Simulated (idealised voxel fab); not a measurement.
The following is a process module called voxel ribs on slabs.
We display cut, a cross-section 195 nm in width whose square cells are each 5 nm.
Cross-sections here: square-cell grids, written as top-down lists of bands, a band being one or more rows of cells.
Each band's line starts with the height of the band's top and of its bottom, in nm. Then come its materials from left to right, each with its width in nm. One material with "everywhere" fills the band from edge to edge. "empty" is empty space.
Counting heights begins at 0, where everything beneath is, in the wafer as received, one material. The lowest band has no bottom; it goes on downwards, as "from 0 down" shows.
Per-row width for "30 to 40": begins at first number (top row of band), ends at second number (bottom row), increment between rows held constant.
The cross-section has no changed cell in any step marked "changes: none".
"Voids, fully enclosed" means: voids of 8 cells or more that are shut off from the top with no open way through. Written width x height at distance, distance from the left edge, in nm.
On each step's line, the part that comes after the settings is the simulator's own comment on the step.
A step line may carry the setting "overlay nm", which, for steps involving a mask, states the distance by which the mask lay to the right of its intended position; negative values denote displacement to the left.
**Steps planned for the process**
- 1: RECEIVE,material Si
- 2: DIRECTIONAL_DEP,material SiO2,thk nm 25
- 3: DIRECTIONAL_DEP,material SiN,thk nm 20
- 4: DIRECTIONAL_DEP,material aC,thk nm 15
- 5: PATTERN,tone cover,mask id RIB,material resist,width nm 25,thk nm 30,overlay nm 0
- 6: DIRECTIONAL_ETCH,etch materials aC,depth nm 15
- 7: STRIP,etch materials resist
- 8: DIRECTIONAL_ETCH,etch materials SiN,depth nm 5
- 9: STRIP,etch materials aC
- 10: MASKED_ETCH,tone cover,mask id SLAB,width nm 65,etch materials SiN,depth nm 15,overlay nm 0
- 11: FILL_DEP,material SiO2,thk nm 20
- 12: CMP,height nm 60
- 13: DIRECTIONAL_DEP,material W,thk nm 5
- 14: PATTERN,tone cover,mask id HEATER,material resist,width nm 35,thk nm 20,overlay nm 0
- 15: DIRECTIONAL_ETCH,etch materials W,depth nm 5
- 16: STRIP,etch materials resist
- 17: CONFORMAL_DEP,material SiO2,thk nm 10
varied across the wafers: width nm of step 10. The plan shows the first wafer's value. All wafers start alike
**As received, i.e. after step 1: cross-section through the first of several wafers**
  from 0 down  Si everywhere
  Voids, fully enclosed: none
**The table below has one row for each wafer; a row shows, as of the end of the module, how many cells of each material the wafer has gained, marked (+), or lost, marked (-), since it was received, and then the wafer's closed voids**
width nm 65, +44 SiN, +506 SiO2, +7 W, Voids, fully enclosed: none
width nm 70, +47 SiN, +503 SiO2, +7 W, Voids, fully enclosed: none
width nm 75, +50 SiN, +500 SiO2, +7 W, Voids, fully enclosed: none
width nm 80, +53 SiN, +497 SiO2, +7 W, Voids, fully enclosed: none
width nm 85, +56 SiN, +494 SiO2, +7 W, Voids, fully enclosed: none
width nm 90, +59 SiN, +491 SiO2, +7 W, Voids, fully enclosed: none
